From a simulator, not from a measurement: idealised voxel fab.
Documented hereafter: the process module known as voxel self aligned contacts.
The width of the displayed cross-section, cut, is 255 nm; its cells are square, with a size of 5 nm.
Heads up, the way a cross-section reads in here is a grid of square cells, handed over as bands from the top down, with every band being one or more rows of cells.
Within each band entry, the heights of the top and of the bottom of the band appear first, in that order and in nm; the materials of the band then follow from left to right, each with its corresponding width in nm. The designation "full width" on a single material indicates that it fills the band from edge to edge; the designation "air" indicates empty space.
Below 0: as-received wafer, all one material; heights counted from there. Lowest band: no bottom, goes on down, written "0 down".
Graded width ("30->40"): value in top row of band = first number; value in bottom row = second number; row-to-row change constant.
Where a step carries "remained the same", the cross-section came out of it unchanged, cell for cell.
"Enclosed internal cavities": empty spaces of 8 cells or more with no open way to the top, each given as width x height at distance, distance from the left edge, all in nm.
Where a step's line continues beyond its settings, the continuation is a remark by the simulator itself on that step.
overlay nm: step with mask; distance mask lay right of planned place; negative value = left of planned place.

## Planned process steps
- 1: RECEIVE,material Si
- 2: OXIDIZE,depth nm 5
- 3: DIRECTIONAL_DEP,material polySi,thk nm 20
- 4: DIRECTIONAL_DEP,material SiN,thk nm 25
- 5: DIRECTIONAL_DEP,material aC,thk nm 10
- 6: PATTERN,tone cover,mask id GATE,material resist,width nm 30,pitch nm 65,thk nm 25,overlay nm 0
- 7: DIRECTIONAL_ETCH,etch materials aC,depth nm 10
- 8: STRIP,etch materials resist
- 9: DIRECTIONAL_ETCH,etch materials SiN,depth nm 25
- 10: DIRECTIONAL_ETCH,etch materials polySi,depth nm 20
- 11: STRIP,etch materials aC
- 12: CONFORMAL_DEP,material SiN,thk nm 10
- 13: DIRECTIONAL_ETCH,etch materials SiN,depth nm 10
- 14: FILL_DEP,material SiO2,thk nm 10
- 15: CMP,height nm 50
- 16: MASKED_ETCH,tone open,mask id CONTACT,width nm 45,etch materials SiO2,depth nm 55,overlay nm 0
- 17: CONFORMAL_DEP,material TiN,thk nm 5
- 18: FILL_DEP,material Ru,thk nm 5
- 19: CMP,height nm 50
- 20: CONFORMAL_DEP,material SiCN,thk nm 5

## Here's what the wafer looked like in cross-section when it arrived - that's after step 1
    0 down: Si full width
    Enclosed internal cavities: none

## What the wafer looks like in cross-section after this module, when it starts as shown above and follows the plan above but one mistake is made in running it
    55 to 50: SiCN full width
    50 to 45: 105 of SiO2; 45 of TiN; 105 of SiO2
    45 to 20: 70 of SiO2; 55 of SiN; 10 of TiN; 55 of SiN; 65 of SiO2
    20 to 0: 70 of SiO2; 10 of SiN; 35 of polySi; 10 of SiN; 10 of TiN; 10 of SiN; 35 of polySi; 10 of SiN; 65 of SiO2
    0 to -5: 125 of SiO2; 10 of TiN; 120 of SiO2
    -5 down: Si full width
    Enclosed internal cavities: none
The plan and the run diverged here: in deviation from the planned setting, step 6 was conducted as PATTERN,tone cover,mask id GATE,material resist,width nm 35,pitch nm 65,thk nm 25,overlay nm 0
